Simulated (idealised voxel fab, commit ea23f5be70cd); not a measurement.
A process module follows: voxel plated lines.
In the cross-section labelled cut, the width is 185 nm and each square cell is 5 nm.
Cross-section = grid of square cells, listed top down in bands; band = one or more rows. Each band's line starts with the height of the band's top and of its bottom, in nm. Then come its materials from left to right, each with its width in nm. One material with "edge to edge" fills the band from edge to edge. "empty" is empty space. Ref level 0: as-received wafer is one material below here. Bottom band extends down with no lower bound ("0..down"). The expression "30->40" gives the width at the extremes of the band, the first number at its top row of cells and the second at its bottom row, with the width changing by equal amounts from each row to the next in between. Where the words "no change occurred" appear for a step, the cross-section shows no cell changed by that step; every cell remained as before. The entry "Enclosed internal voids" lists the empty spaces that cover at least 8 cells and have no open path to the top. Each is written as width x height at distance, where the distance is measured from the left edge and all three values are in nm. Formally, on a step line, whatever follows the settings is a remark that the simulator itself makes on the step. When a step includes a mask, the "overlay nm" setting on its line states how far to the right of its planned place that mask lay, and negative values state how far to the left.
Listed below are the process steps as planned:
- 1: RECEIVE,material Si
- 2: CONFORMAL_DEP,material Al2O3,thk nm 5
- 3: DIRECTIONAL_DEP,material TiN,thk nm 5
- 4: PATTERN,tone open,mask id LINES,material resist,width nm 20,pitch nm 40,thk nm 20,overlay nm 0
- 5: EPI,material Ru,thk nm 10
- 6: STRIP,etch materials resist
- 7: DIRECTIONAL_ETCH,etch materials TiN,depth nm 5
- 8: CONFORMAL_DEP,material SiN,thk nm 5
First of two wafers, with the run carried out as planned:
So this is the incoming wafer in cross-section - it's already been through step 1:
* 0..down  Si edge to edge
* Enclosed internal voids: none
Take a look at the wafer's cross-section after step 2:
* 5..0  Al2O3 edge to edge
* Below 0 it's all the same as before, nothing changed down there.
Take a look at the wafer's cross-section after step 3:
* 10..5  TiN edge to edge
* Below 5 it's all the same as before, nothing changed down there.
Take a look at the wafer's cross-section after step 4:
* 30..10  resist 60 / empty 20 / resist 20 / empty 20 / resist 65
* Below 10 it's all the same as before, nothing changed down there.
Take a look at the wafer's cross-section after step 5:
* 30..20  resist 60 / empty 20 / resist 20 / empty 20 / resist 65
* 20..10  resist 60 / Ru 20 / resist 20 / Ru 20 / resist 65
* Below 10 it's all the same as before, nothing changed down there.
Take a look at the wafer's cross-section after step 6:
* 20..10  empty 60 / Ru 20 / empty 20 / Ru 20 / empty 65
* Below 10 it's all the same as before, nothing changed down there.
Take a look at the wafer's cross-section after step 7:
* 20..10  empty 60 / Ru 20 / empty 20 / Ru 20 / empty 65
* 10..5  empty 60 / TiN 20 / empty 20 / TiN 20 / empty 65
* Below 5 it's all the same as before, nothing changed down there.
Take a look at the wafer's cross-section after step 8:
* 25..20  empty 55 / SiN 30 / empty 10 / SiN 30 / empty 60
* 20..10  empty 55 / SiN 5 / Ru 20 / SiN 5 / empty 10 / SiN 5 / Ru 20 / SiN 5 / empty 60
* 10..5  SiN 60 / TiN 20 / SiN 20 / TiN 20 / SiN 65
* Below 5 it's all the same as before, nothing changed down there.
Notes, second wafer: start = first wafer's, plan = first wafer's, execution had one mistake; history identical to first through step 4:
At the planned end of step 5, the second wafer in cross-section:
* 30..10  resist 60 / Ru 20 / resist 20 / Ru 20 / resist 65
* Below 10 it's all the same as before, nothing changed down there.
At the planned end of step 6, the second wafer in cross-section:
* 30..10  empty 60 / Ru 20 / empty 20 / Ru 20 / empty 65
* Below 10 it's all the same as before, nothing changed down there.
At the planned end of step 7, the second wafer in cross-section:
* 30..10  empty 60 / Ru 20 / empty 20 / Ru 20 / empty 65
* 10..5  empty 60 / TiN 20 / empty 20 / TiN 20 / empty 65
* Below 5 it's all the same as before, nothing changed down there.
At the planned end of step 8, the second wafer in cross-section:
* 35..30  empty 55 / SiN 30 / empty 10 / SiN 30 / empty 60
* 30..10  empty 55 / SiN 5 / Ru 20 / SiN 5 / empty 10 / SiN 5 / Ru 20 / SiN 5 / empty 60
* 10..5  SiN 60 / TiN 20 / SiN 20 / TiN 20 / SiN 65
* Below 5 it's all the same as before, nothing changed down there.
What was the processing mistake? step 5 of the plan was twice carried out
Once processing is complete, comparing cell counts shows that the second wafer has more or fewer of certain materials than the first: +16 Ru, +8 SiN
